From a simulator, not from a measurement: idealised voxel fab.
A process module follows: voxel released beams.
We display cut, a cross-section 245 nm in width whose square cells are each 5 nm.
Cross-sections here: square-cell grids, written as top-down lists of bands, a band being one or more rows of cells.
The band entry comprises the height of the band's top followed by the height of its bottom, expressed in nm, and subsequently the band's materials from left to right, each stated together with its width in nm. Where a single material is marked with the word "full width", that material fills the band from edge to edge. The word "blank" represents empty space.
Note: height 0 marks the level under which the wafer is uniformly one material as received. Lowest band unbounded below, written "top 0, no bottom".
So if you see something like "30->40" for the width, read it as the top row of the band sitting at the first number and the bottom row at the second, with every row in between moving by the same amount as the last.
Basically "stayed the same" means that step didn't change any cell in the cross-section.
In the "Enclosed internal voids" entry, you get each enclosed empty space of 8 cells or more, one with no open way to the top, written width x height at distance, distance from the left edge, in nm.
Step line, after settings: the simulator's comment on this step.
overlay nm: mask right of planned place by this much (step with mask). Neg. = left.
Pairs ahead. Before: cross-section ahead of one process step. After: cross-section once the step is done, shown to the lowest changed band only. Under each pair: that step, with settings. Caution: pairs may come from different runs of this module on the same starting wafer; a pair follows the pair above only where its "Before the process" entry says so.

Before the process:
top 0, no bottom = Si full width
Enclosed internal voids: none

Cross-Section Thereafter:
top 10, bottom 0 = Al2O3 full width
Below 0 it's all the same as before, nothing changed down there.
Enclosed internal voids: none
Step lying between the two cross-sections just above: CONFORMAL_DEP,material Al2O3,thk nm 10

Before the process: nothing new to draw here, it's the after view of the pair just above.

Cross-Section Thereafter:
top 30, bottom 10 = SiO2 full width
Below 10 it's all the same as before, nothing changed down there.
Enclosed internal voids: none
Step lying between the two cross-sections just above: DIRECTIONAL_DEP,material SiO2,thk nm 20

Before the process: nothing new to draw here, it's the after view of the pair just above.

Cross-Section Thereafter:
top 30, bottom 10 = 70 SiO2, then 45 blank, then 130 SiO2
Below 10 it's all the same as before, nothing changed down there.
Enclosed internal voids: none
Step lying between the two cross-sections just above: MASKED_ETCH,tone open,mask id ANCHOR,width nm 45,etch materials SiO2,depth nm 20,overlay nm 0

Before the process: nothing new to draw here, it's the after view of the pair just above.

Cross-Section Thereafter:
top 45, bottom 30 = 85 polySi, then 15 blank, then 145 polySi
top 30, bottom 25 = 70 SiO2, then 15 polySi, then 15 blank, then 15 polySi, then 130 SiO2
top 25, bottom 10 = 70 SiO2, then 45 polySi, then 130 SiO2
Below 10 it's all the same as before, nothing changed down there.
Enclosed internal voids: none
Step lying between the two cross-sections just above: CONFORMAL_DEP,material polySi,thk nm 15

Before the process: nothing new to draw here, it's the after view of the pair just above.

Cross-Section Thereafter:
top 45, bottom 30 = 65 blank, then 20 polySi, then 15 blank, then 70 polySi, then 75 blank
Below 30 it's all the same as before, nothing changed down there.
Enclosed internal voids: none
Step lying between the two cross-sections just above: MASKED_ETCH,tone cover,mask id BEAM,width nm 105,etch materials polySi,depth nm 15,overlay nm 0

Before the process: nothing new to draw here, it's the after view of the pair just above.

Cross-Section Thereafter:
top 45, bottom 30 = 65 blank, then 20 polySi, then 15 blank, then 70 polySi, then 75 blank
top 30, bottom 25 = 70 blank, then 15 polySi, then 15 blank, then 15 polySi, then 130 blank
top 25, bottom 10 = 70 blank, then 45 polySi, then 130 blank
Below 10 it's all the same as before, nothing changed down there.
Enclosed internal voids: none
Step lying between the two cross-sections just above: STRIP,etch materials SiO2

Before the process:
top 10, bottom 0 = Al2O3 full width
top 0, no bottom = Si full width
Enclosed internal voids: none

Cross-Section Thereafter:
top 25, bottom 10 = polySi full width
Below 10 it's all the same as before, nothing changed down there.
Enclosed internal voids: none
Step lying between the two cross-sections just above: CONFORMAL_DEP,material polySi,thk nm 15

Before the process: nothing new to draw here, it's the after view of the pair just above.

Cross-Section Thereafter:
top 25, bottom 10 = 65 blank, then 105 polySi, then 75 blank
Below 10 it's all the same as before, nothing changed down there.
Enclosed internal voids: none
Step lying between the two cross-sections just above: MASKED_ETCH,tone cover,mask id BEAM,width nm 105,etch materials polySi,depth nm 15,overlay nm 0

Before the process:
top 45, bottom 30 = 85 polySi, then 15 blank, then 145 polySi
top 30, bottom 25 = 70 SiO2, then 15 polySi, then 15 blank, then 15 polySi, then 130 SiO2
top 25, bottom 10 = 70 SiO2, then 45 polySi, then 130 SiO2
top 10, bottom 0 = Al2O3 full width
top 0, no bottom = Si full width
Enclosed internal voids: none

Cross-Section Thereafter:
top 60, bottom 30 = polySi full width
top 30, bottom 10 = 70 SiO2, then 45 polySi, then 130 SiO2
Below 10 it's all the same as before, nothing changed down there.
Enclosed internal voids: none
Step lying between the two cross-sections just above: CONFORMAL_DEP,material polySi,thk nm 15

Before the process: nothing new to draw here, it's the after view of the pair just above.

Cross-Section Thereafter:
top 60, bottom 45 = 65 blank, then 105 polySi, then 75 blank
Below 45 it's all the same as before, nothing changed down there.
Enclosed internal voids: none
Step lying between the two cross-sections just above: MASKED_ETCH,tone cover,mask id BEAM,width nm 105,etch materials polySi,depth nm 15,overlay nm 0

Before the process:
top 0, no bottom = Si full width
Enclosed internal voids: none

Cross-Section Thereafter:
top 20, bottom 0 = SiO2 full width
Below 0 it's all the same as before, nothing changed down there.
Enclosed internal voids: none
Step lying between the two cross-sections just above: DIRECTIONAL_DEP,material SiO2,thk nm 20

Before the process: nothing new to draw here, it's the after view of the pair just above.

Cross-Section Thereafter:
top 30, bottom 20 = Al2O3 full width
Below 20 it's all the same as before, nothing changed down there.
Enclosed internal voids: none
Step lying between the two cross-sections just above: CONFORMAL_DEP,material Al2O3,thk nm 10

Before the process: nothing new to draw here, it's the after view of the pair just above.

Cross-Section Thereafter:
top 45, bottom 30 = polySi full width
Below 30 it's all the same as before, nothing changed down there.
Enclosed internal voids: none
Step lying between the two cross-sections just above: CONFORMAL_DEP,material polySi,thk nm 15

Before the process: nothing new to draw here, it's the after view of the pair just above.

Cross-Section Thereafter:
top 45, bottom 30 = 65 blank, then 105 polySi, then 75 blank
Below 30 it's all the same as before, nothing changed down there.
Enclosed internal voids: none
Step lying between the two cross-sections just above: MASKED_ETCH,tone cover,mask id BEAM,width nm 105,etch materials polySi,depth nm 15,overlay nm 0

Before the process:
top 0, no bottom = Si full width
Enclosed internal voids: none

Cross-Section Thereafter:
top 5, bottom 0 = Al2O3 full width
Below 0 it's all the same as before, nothing changed down there.
Enclosed internal voids: none
Step lying between the two cross-sections just above: CONFORMAL_DEP,material Al2O3,thk nm 5

Before the process: nothing new to draw here, it's the after view of the pair just above.

Cross-Section Thereafter:
top 25, bottom 5 = SiO2 full width
Below 5 it's all the same as before, nothing changed down there.
Enclosed internal voids: none
Step lying between the two cross-sections just above: DIRECTIONAL_DEP,material SiO2,thk nm 20

Before the process: nothing new to draw here, it's the after view of the pair just above.

Cross-Section Thereafter:
top 25, bottom 5 = 70 SiO2, then 45 blank, then 130 SiO2
Below 5 it's all the same as before, nothing changed down there.
Enclosed internal voids: none
Step lying between the two cross-sections just above: MASKED_ETCH,tone open,mask id ANCHOR,width nm 45,etch materials SiO2,depth nm 20,overlay nm 0

Before the process: nothing new to draw here, it's the after view of the pair just above.

Cross-Section Thereafter:
top 40, bottom 25 = 85 polySi, then 15 blank, then 145 polySi
top 25, bottom 20 = 70 SiO2, then 15 polySi, then 15 blank, then 15 polySi, then 130 SiO2
top 20, bottom 5 = 70 SiO2, then 45 polySi, then 130 SiO2
Below 5 it's all the same as before, nothing changed down there.
Enclosed internal voids: none
Step lying between the two cross-sections just above: CONFORMAL_DEP,material polySi,thk nm 15

Before the process: nothing new to draw here, it's the after view of the pair just above.

Cross-Section Thereafter:
top 40, bottom 25 = 65 blank, then 20 polySi, then 15 blank, then 70 polySi, then 75 blank
Below 25 it's all the same as before, nothing changed down there.
Enclosed internal voids: none
Step lying between the two cross-sections just above: MASKED_ETCH,tone cover,mask id BEAM,width nm 105,etch materials polySi,depth nm 15,overlay nm 0

Before the process: nothing new to draw here, it's the after view of the pair just above.

Cross-Section Thereafter:
top 40, bottom 25 = 65 blank, then 20 polySi, then 15 blank, then 70 polySi, then 75 blank
top 25, bottom 20 = 70 blank, then 15 polySi, then 15 blank, then 15 polySi, then 130 blank
top 20, bottom 5 = 70 blank, then 45 polySi, then 130 blank
Below 5 it's all the same as before, nothing changed down there.
Enclosed internal voids: none
Step lying between the two cross-sections just above: STRIP,etch materials SiO2

Before the process:
top 30, bottom 10 = SiO2 full width
top 10, bottom 0 = Al2O3 full width
top 0, no bottom = Si full width
Enclosed internal voids: none

Cross-Section Thereafter:
top 30, bottom 10 = 75 SiO2, then 35 blank, then 135 SiO2
Below 10 it's all the same as before, nothing changed down there.
Enclosed internal voids: none
Step lying between the two cross-sections just above: MASKED_ETCH,tone open,mask id ANCHOR,width nm 35,etch materials SiO2,depth nm 20,overlay nm 0

Before the process: nothing new to draw here, it's the after view of the pair just above.

Cross-Section Thereafter:
top 45, bottom 30 = 90 polySi, then 5 blank, then 150 polySi
top 30, bottom 25 = 75 SiO2, then 15 polySi, then 5 blank, then 15 polySi, then 135 SiO2
top 25, bottom 10 = 75 SiO2, then 35 polySi, then 135 SiO2
Below 10 it's all the same as before, nothing changed down there.
Enclosed internal voids: none
Step lying between the two cross-sections just above: CONFORMAL_DEP,material polySi,thk nm 15

Before the process: nothing new to draw here, it's the after view of the pair just above.

Cross-Section Thereafter:
top 45, bottom 30 = 65 blank, then 25 polySi, then 5 blank, then 75 polySi, then 75 blank
Below 30 it's all the same as before, nothing changed down there.
Enclosed internal voids: none
Step lying between the two cross-sections just above: MASKED_ETCH,tone cover,mask id BEAM,width nm 105,etch materials polySi,depth nm 15,overlay nm 0

Before the process: nothing new to draw here, it's the after view of the pair just above.

Cross-Section Thereafter:
top 45, bottom 30 = 65 blank, then 25 polySi, then 5 blank, then 75 polySi, then 75 blank
top 30, bottom 25 = 75 blank, then 15 polySi, then 5 blank, then 15 polySi, then 135 blank
top 25, bottom 10 = 75 blank, then 35 polySi, then 135 blank
Below 10 it's all the same as before, nothing changed down there.
Enclosed internal voids: none
Step lying between the two cross-sections just above: STRIP,etch materials SiO2

Before the process:
top 45, bottom 30 = 85 polySi, then 15 blank, then 145 polySi
top 30, bottom 25 = 70 SiO2, then 15 polySi, then 15 blank, then 15 polySi, then 130 SiO2
top 25, bottom 10 = 70 SiO2, then 45 polySi, then 130 SiO2
top 10, bottom 0 = Al2O3 full width
top 0, no bottom = Si full width
Enclosed internal voids: none

Cross-Section Thereafter:
top 45, bottom 30 = 60 blank, then 25 polySi, then 15 blank, then 65 polySi, then 80 blank
Below 30 it's all the same as before, nothing changed down there.
Enclosed internal voids: none
Step lying between the two cross-sections just above: MASKED_ETCH,tone cover,mask id BEAM,width nm 105,etch materials polySi,depth nm 15,overlay nm -5

Before the process: nothing new to draw here, it's the after view of the pair just above.

Cross-Section Thereafter:
top 45, bottom 30 = 60 blank, then 25 polySi, then 15 blank, then 65 polySi, then 80 blank
top 30, bottom 25 = 70 blank, then 15 polySi, then 15 blank, then 15 polySi, then 130 blank
top 25, bottom 10 = 70 blank, then 45 polySi, then 130 blank
Below 10 it's all the same as before, nothing changed down there.
Enclosed internal voids: none
Step lying between the two cross-sections just above: STRIP,etch materials SiO2

Before the process:
top 30, bottom 10 = 70 SiO2, then 45 blank, then 130 SiO2
top 10, bottom 0 = Al2O3 full width
top 0, no bottom = Si full width
Enclosed internal voids: none

Cross-Section Thereafter:
top 45, bottom 30 = 85 Al2O3, then 15 blank, then 145 Al2O3
top 30, bottom 25 = 70 SiO2, then 15 Al2O3, then 15 blank, then 15 Al2O3, then 130 SiO2
top 25, bottom 10 = 70 SiO2, then 45 Al2O3, then 130 SiO2
Below 10 it's all the same as before, nothing changed down there.
Enclosed internal voids: none
Step lying between the two cross-sections just above: CONFORMAL_DEP,material Al2O3,thk nm 15

Before the process:
top 45, bottom 30 = 85 polySi, then 15 blank, then 145 polySi
top 30, bottom 25 = 70 SiO2, then 15 polySi, then 15 blank, then 15 polySi, then 130 SiO2
top 25, bottom 10 = 70 SiO2, then 45 polySi, then 130 SiO2
top 10, bottom 0 = Al2O3 full width
top 0, no bottom = Si full width
Enclosed internal voids: none

Cross-Section Thereafter:
top 45, bottom 30 = 65 polySi, then 105 blank, then 75 polySi
top 30, bottom 10 = 70 SiO2, then 15 polySi, then 15 blank, then 15 polySi, then 130 SiO2
Below 10 it's all the same as before, nothing changed down there.
Enclosed internal voids: none
Step lying between the two cross-sections just above: MASKED_ETCH,tone open,mask id BEAM,width nm 105,etch materials polySi,depth nm 15,overlay nm 0

Before the process: nothing new to draw here, it's the after view of the pair just above.

Cross-Section Thereafter:
top 30, bottom 10 = 70 blank, then 15 polySi, then 15 blank, then 15 polySi, then 130 blank
Below 10 it's all the same as before, nothing changed down there.
Enclosed internal voids: none
Step lying between the two cross-sections just above: STRIP,etch materials SiO2
